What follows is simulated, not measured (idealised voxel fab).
Title: Process Module voxel gate over fins
Xsec cut, 210 nm wide, square cell size 5 nm.
Heads up, the way a cross-section reads in here is a grid of square cells, handed over as bands from the top down, with every band being one or more rows of cells.
Band: top and bottom heights (nm) first, top before bottom; then materials from left to right, widths in nm. "everywhere" marks a sole material filling the band edge to edge. "empty" denotes empty space.
All heights in this document are referenced to 0, defined as the level beneath which the wafer, as received, consists entirely of one material. The lowest band is not bounded below; it extends indefinitely downward and is written in the form "0 and below".
The notation "30->40" denotes a width that varies across the rows of cells in the band, beginning at the first number in the top row, finishing at the second number in the bottom row, and changing by an identical amount from each row to the next.
Take "nothing got changed" at face value: in the step it is given for, the cross-section changed in none of its cells.
What "Voids, sealed" gives you is every empty space of 8 cells or more that is cut off from the top. Each appears as width x height at distance, with the distance taken from the left edge and width, height and distance all in nm.
On each step's line, the part that comes after the settings is the simulator's own comment on the step.
"overlay nm", when on a step's line for a step with a mask, measures how far to the right of its planned place the mask lay; a negative measure means to the left.
THESE ARE THE STEPS WE PLANNED FOR THE PROCESS
| 1 | RECEIVE,material Si |
| 2 | CONFORMAL_DEP,material SiN,thk nm 10 |
| 3 | DIRECTIONAL_DEP,material aC,thk nm 15 |
| 4 | PATTERN,tone cover,mask id FINS,material resist,width nm 15,pitch nm 50,thk nm 30,overlay nm 0 |
| 5 | DIRECTIONAL_ETCH,etch materials aC,depth nm 15 |
| 6 | STRIP,etch materials resist |
| 7 | DIRECTIONAL_ETCH,etch materials SiN,depth nm 10 |
| 8 | DIRECTIONAL_ETCH,etch materials Si,depth nm 35 |
| 9 | STRIP,etch materials aC |
| 10 | FILL_DEP,material SiO2,thk nm 10 |
| 11 | CMP,height nm 10 |
| 12 | MASKED_ETCH,tone open,mask id RAIL,width nm 15,etch materials SiO2,depth nm 40,overlay nm 0 |
| 13 | CONFORMAL_DEP,material TiN,thk nm 5 |
| 14 | FILL_DEP,material W,thk nm 5 |
| 15 | CMP,height nm 10 |
| 16 | SELECTIVE_ETCH,etch materials W Ru TiN,depth nm 25 |
| 17 | FILL_DEP,material SiO2,thk nm 5 |
| 18 | CMP,height nm 10 |
| 19 | SELECTIVE_ETCH,etch materials SiO2,depth nm 20 |
| 20 | STRIP,etch materials SiN |
| 21 | CONFORMAL_DEP,material HfO2,thk nm 5 |
| 22 | CONFORMAL_DEP,material TiN,thk nm 5 |
| 23 | CONFORMAL_DEP,material TiAl,thk nm 5 |
| 24 | CONFORMAL_DEP,material TiN,thk nm 5 |
| 25 | FILL_DEP,material W,thk nm 15 |
| 26 | CMP,height nm 30 |
| 27 | CONFORMAL_DEP,material SiN,thk nm 5 |
CROSS-SECTIONAL VIEW OF THE WAFER IN ITS AS-RECEIVED CONDITION, CORRESPONDING TO THE STATE AFTER STEP 1
* 0 and below = Si everywhere
* Voids, sealed: none
HERE'S THE WAFER CUT IN CROSS-SECTION AFTER THE MODULE, STARTED AND PLANNED JUST LIKE ABOVE, EXCEPT ONE THING WAS DONE WRONG IN THE RUN
* 35 down to 30 = SiN everywhere
* 30 down to 20 = W everywhere
* 20 down to 15 = W (25) | TiN (155) | W (30)
* 15 down to 10 = W (25) | TiN (5) | TiAl (45) | TiN (5) | TiAl (45) | TiN (5) | TiAl (45) | TiN (5) | W (30)
* 10 down to 5 = TiN (30) | TiAl (5) | TiN (35) | TiAl (5) | TiN (5) | TiAl (5) | TiN (35) | TiAl (5) | TiN (5) | TiAl (5) | TiN (35) | TiAl (5) | TiN (35)
* 5 down to 0 = TiAl (35) | TiN (5) | HfO2 (25) | TiN (5) | TiAl (5) | TiN (5) | TiAl (5) | TiN (5) | HfO2 (25) | TiN (5) | TiAl (5) | TiN (5) | TiAl (5) | TiN (5) | HfO2 (25) | TiN (5) | TiAl (40)
* 0 down to -5 = TiN (40) | HfO2 (5) | Si (15) | HfO2 (5) | TiN (5) | TiAl (15) | TiN (5) | HfO2 (5) | Si (15) | HfO2 (5) | TiN (5) | TiAl (5) | TiN (5) | TiAl (5) | TiN (5) | HfO2 (5) | Si (15) | HfO2 (5) | TiN (45)
* -5 down to -10 = HfO2 (30) | TiN (10) | HfO2 (5) | Si (15) | HfO2 (5) | TiN (25) | HfO2 (5) | Si (15) | HfO2 (5) | TiN (5) | TiAl (15) | TiN (5) | HfO2 (5) | Si (15) | HfO2 (5) | TiN (10) | HfO2 (35)
* -10 down to -15 = SiO2 (25) | HfO2 (5) | TiN (10) | HfO2 (5) | Si (15) | HfO2 (35) | Si (15) | HfO2 (5) | TiN (25) | HfO2 (5) | Si (15) | HfO2 (5) | TiN (10) | HfO2 (5) | SiO2 (30)
* -15 down to -20 = SiO2 (25) | HfO2 (20) | Si (15) | HfO2 (10) | TiN (5) | W (5) | TiN (5) | HfO2 (10) | Si (15) | HfO2 (35) | Si (15) | HfO2 (20) | SiO2 (30)
* -20 down to -25 = SiO2 (45) | Si (15) | SiO2 (10) | TiN (5) | W (5) | TiN (5) | SiO2 (10) | Si (15) | SiO2 (35) | Si (15) | SiO2 (50)
* -25 down to -30 = SiO2 (45) | Si (15) | SiO2 (10) | TiN (15) | SiO2 (10) | Si (15) | SiO2 (35) | Si (15) | SiO2 (50)
* -30 down to -35 = SiO2 (45) | Si (15) | SiO2 (35) | Si (15) | SiO2 (35) | Si (15) | SiO2 (50)
* -35 and below = Si everywhere
* Voids, sealed: none
What was done differently from what was planned? so 19 and 20 got swapped relative to the plan, each ran where the other was supposed to
